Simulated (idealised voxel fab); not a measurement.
Herein follows the process module entitled voxel wiring stack.
The cross-section on display is named cut; it measures 280 nm wide, and its cells are 5 nm squares.
If you're reading a cross-section in this doc, picture square cells in a grid; it comes to you as bands, top ones listed first down to the bottom, and a band can be one or more rows of cells. Read a band's entry like this: the first values are the height of its top and the height of its bottom in nm, and what follows is the sequence of materials from left to right, each with its width in nm. Note that "blank" is empty space, and that a single material marked "everywhere" reaches across the band from edge to edge. Ref level 0: as-received wafer is one material below here. Bottom band extends down with no lower bound ("0 -> down"). Width: "30->40" (first number = top row, second number = bottom row, same change from row to row of cells). Reading "no change" for a step: not a cell of the cross-section changed in it. Voids not open to the top, 8 cells minimum: see "Non-vented voids". Written width x height at distance; distance is from the left edge; nm. It should be noted that, on the line of a given step, the content following the step's settings is a remark produced by the simulator itself with respect to that step. On any step carrying a mask, the "overlay nm" setting, if present on the step's line, tells how far right of its planned place the mask lay; negative values point to the left.

# The steps planned for the process are as follows
1,op RECEIVE | material Si
2,op CONFORMAL_DEP | material SiO2 | thk nm 10
3,op CONFORMAL_DEP | material SiCN | thk nm 5
4,op DIRECTIONAL_DEP | material lowk | thk nm 25
5,op DIRECTIONAL_DEP | material aC | thk nm 10
6,op PATTERN | tone open | mask id METAL_1 | material resist | width nm 30 | pitch nm 55 | thk nm 30 | overlay nm 0
7,op DIRECTIONAL_ETCH | etch materials aC | depth nm 10
8,op STRIP | etch materials resist
9,op DIRECTIONAL_ETCH | etch materials lowk | depth nm 25
10,op DIRECTIONAL_ETCH | etch materials SiCN | depth nm 5
11,op STRIP | etch materials aC
12,op CONFORMAL_DEP | material TiN | thk nm 5
13,op FILL_DEP | material Ru | thk nm 5
14,op CMP | height nm 40
15,op EPI | material Ru | thk nm 5
16,op FILL_DEP | material SiCN | thk nm 5
17,op DIRECTIONAL_DEP | material lowk | thk nm 15
18,op DIRECTIONAL_DEP | material aC | thk nm 15
19,op PATTERN | tone open | mask id PLUG_1 | material resist | width nm 15 | pitch nm 110 | thk nm 35 | overlay nm 0
20,op DIRECTIONAL_ETCH | etch materials aC | depth nm 15
21,op STRIP | etch materials resist
22,op DIRECTIONAL_ETCH | etch materials lowk | depth nm 15
23,op DIRECTIONAL_ETCH | etch materials SiCN | depth nm 5
24,op STRIP | etch materials aC
25,op EPI | material Ru | thk nm 10
26,op EPI | material Ru | thk nm 10
27,op DIRECTIONAL_DEP | material TiN | thk nm 5
28,op DIRECTIONAL_DEP | material W | thk nm 25
29,op DIRECTIONAL_DEP | material aC | thk nm 10
30,op PATTERN | tone cover | mask id METAL_2 | material resist | width nm 30 | pitch nm 55 | thk nm 30 | overlay nm 0
31,op DIRECTIONAL_ETCH | etch materials aC | depth nm 10
32,op STRIP | etch materials resist
33,op DIRECTIONAL_ETCH | etch materials W | depth nm 25
34,op DIRECTIONAL_ETCH | etch materials TiN | depth nm 5
35,op STRIP | etch materials aC
36,op CONFORMAL_DEP | material SiCN | thk nm 5
37,op FILL_DEP | material lowk | thk nm 5
38,op CMP | height nm 95
39,op CONFORMAL_DEP | material SiCN | thk nm 5
40,op DIRECTIONAL_DEP | material SiO2 | thk nm 20
41,op MASKED_ETCH | tone open | mask id PLUG_2 | width nm 15 | pitch nm 55 | etch materials SiO2 | depth nm 20 | overlay nm 0
42,op MASKED_ETCH | tone open | mask id PLUG_2 | width nm 15 | pitch nm 55 | etch materials SiCN | depth nm 5 | overlay nm 0
43,op EPI | material Ru | thk nm 10
44,op EPI | material Ru | thk nm 10
45,op EPI | material Ru | thk nm 5
46,op DIRECTIONAL_DEP | material TiN | thk nm 5
47,op DIRECTIONAL_DEP | material Ru | thk nm 25
48,op MASKED_ETCH | tone cover | mask id METAL_3 | width nm 30 | pitch nm 55 | etch materials Ru | depth nm 25 | overlay nm 0
49,op MASKED_ETCH | tone cover | mask id METAL_3 | width nm 30 | pitch nm 55 | etch materials TiN | depth nm 5 | overlay nm 0
50,op FILL_DEP | material lowk | thk nm 5
51,op CMP | height nm 150
52,op CONFORMAL_DEP | material SiN | thk nm 5

# Cross-section of the wafer as it came to us, i.e., already through step 1
  0 -> down  Si everywhere
  Non-vented voids: none

# Cross-section: first of two wafers, module finished, run according to plan
  155 -> 150  SiN everywhere
  150 -> 125  lowk=40 | Ru=30 | lowk=25 | Ru=30 | lowk=25 | Ru=30 | lowk=25 | Ru=30 | lowk=45
  125 -> 120  lowk=40 | TiN=30 | lowk=25 | TiN=30 | lowk=25 | TiN=30 | lowk=25 | TiN=30 | lowk=45
  120 -> 100  SiO2=40 | Ru=15 | SiO2=40 | Ru=15 | SiO2=40 | Ru=15 | SiO2=40 | Ru=15 | SiO2=60
  100 -> 95  SiCN=40 | Ru=15 | SiCN=40 | Ru=15 | SiCN=40 | Ru=15 | SiCN=40 | Ru=15 | SiCN=60
  95 -> 70  lowk=35 | SiCN=5 | W=30 | SiCN=5 | lowk=15 | SiCN=5 | W=30 | SiCN=5 | lowk=15 | SiCN=5 | W=30 | SiCN=5 | lowk=15 | SiCN=5 | W=30 | SiCN=5 | lowk=40
  70 -> 65  SiCN=40 | TiN=30 | SiCN=25 | TiN=30 | SiCN=25 | TiN=30 | SiCN=25 | TiN=30 | SiCN=45
  65 -> 50  lowk=40 | Ru=15 | lowk=95 | Ru=15 | lowk=115
  50 -> 45  SiCN=40 | Ru=15 | SiCN=95 | Ru=15 | SiCN=115
  45 -> 40  SiCN=35 | Ru=40 | SiCN=15 | Ru=40 | SiCN=15 | Ru=40 | SiCN=15 | Ru=40 | SiCN=40
  40 -> 15  lowk=40 | TiN=5 | Ru=20 | TiN=5 | lowk=25 | TiN=5 | Ru=20 | TiN=5 | lowk=25 | TiN=5 | Ru=20 | TiN=5 | lowk=25 | TiN=5 | Ru=20 | TiN=5 | lowk=45
  15 -> 10  SiCN=40 | TiN=30 | SiCN=25 | TiN=30 | SiCN=25 | TiN=30 | SiCN=25 | TiN=30 | SiCN=45
  10 -> 0  SiO2 everywhere
  0 -> down  Si everywhere
  Non-vented voids: none

# This is the second of the two wafers, cross-sectioned at the end of the module; it started exactly like the first and was given the same plan, but it was run with one mistake
  155 -> 150  SiN everywhere
  150 -> 125  lowk=55 | Ru=15 | lowk=25 | Ru=30 | lowk=40 | Ru=15 | lowk=25 | Ru=30 | lowk=45
  125 -> 120  lowk=40 | Ru=15 | TiN=15 | lowk=25 | TiN=30 | lowk=25 | Ru=15 | TiN=15 | lowk=25 | TiN=30 | lowk=45
  120 -> 100  SiO2=40 | Ru=15 | SiO2=40 | Ru=15 | SiO2=40 | Ru=15 | SiO2=40 | Ru=15 | SiO2=60
  100 -> 95  SiCN=40 | TiN=15 | SiCN=40 | Ru=15 | SiCN=40 | TiN=15 | SiCN=40 | Ru=15 | SiCN=60
  95 -> 85  lowk=50->35 | SiCN=5->20 | W=15 | SiCN=5 | lowk=15 | SiCN=5 | W=30 | SiCN=5 | lowk=30->15 | SiCN=5->20 | W=15 | SiCN=5 | lowk=15 | SiCN=5 | W=30 | SiCN=5 | lowk=40
  85 -> 70  lowk=35 | SiCN=5 | W=30 | SiCN=5 | lowk=15 | SiCN=5 | W=30 | SiCN=5 | lowk=15 | SiCN=5 | W=30 | SiCN=5 | lowk=15 | SiCN=5 | W=30 | SiCN=5 | lowk=40
  70 -> 65  SiCN=40 | W=15 | TiN=15 | SiCN=25 | TiN=30 | SiCN=25 | W=15 | TiN=15 | SiCN=25 | TiN=30 | SiCN=45
  65 -> 60  lowk=40 | W=15 | lowk=95 | W=15 | lowk=115
  60 -> 55  lowk=40 | TiN=15 | lowk=95 | TiN=15 | lowk=115
  55 -> 50  lowk=40 | Ru=15 | lowk=95 | Ru=15 | lowk=115
  50 -> 45  SiCN=40 | Ru=15 | SiCN=95 | Ru=15 | SiCN=115
  45 -> 40  SiCN=35 | Ru=40 | SiCN=15 | Ru=40 | SiCN=15 | Ru=40 | SiCN=15 | Ru=40 | SiCN=40
  40 -> 15  lowk=40 | TiN=5 | Ru=20 | TiN=5 | lowk=25 | TiN=5 | Ru=20 | TiN=5 | lowk=25 | TiN=5 | Ru=20 | TiN=5 | lowk=25 | TiN=5 | Ru=20 | TiN=5 | lowk=45
  15 -> 10  SiCN=40 | TiN=30 | SiCN=25 | TiN=30 | SiCN=25 | TiN=30 | SiCN=25 | TiN=30 | SiCN=45
  10 -> 0  SiO2 everywhere
  0 -> down  Si everywhere
  Non-vented voids: none
Nonconformance to the process plan: one of the like steps 25 and 26 was not carried out, but which of them is unknowable
Final difference in cells, second wafer against first, listed per material as more or fewer: 42 fewer of Ru, 6 more of SiCN, 36 more of lowk
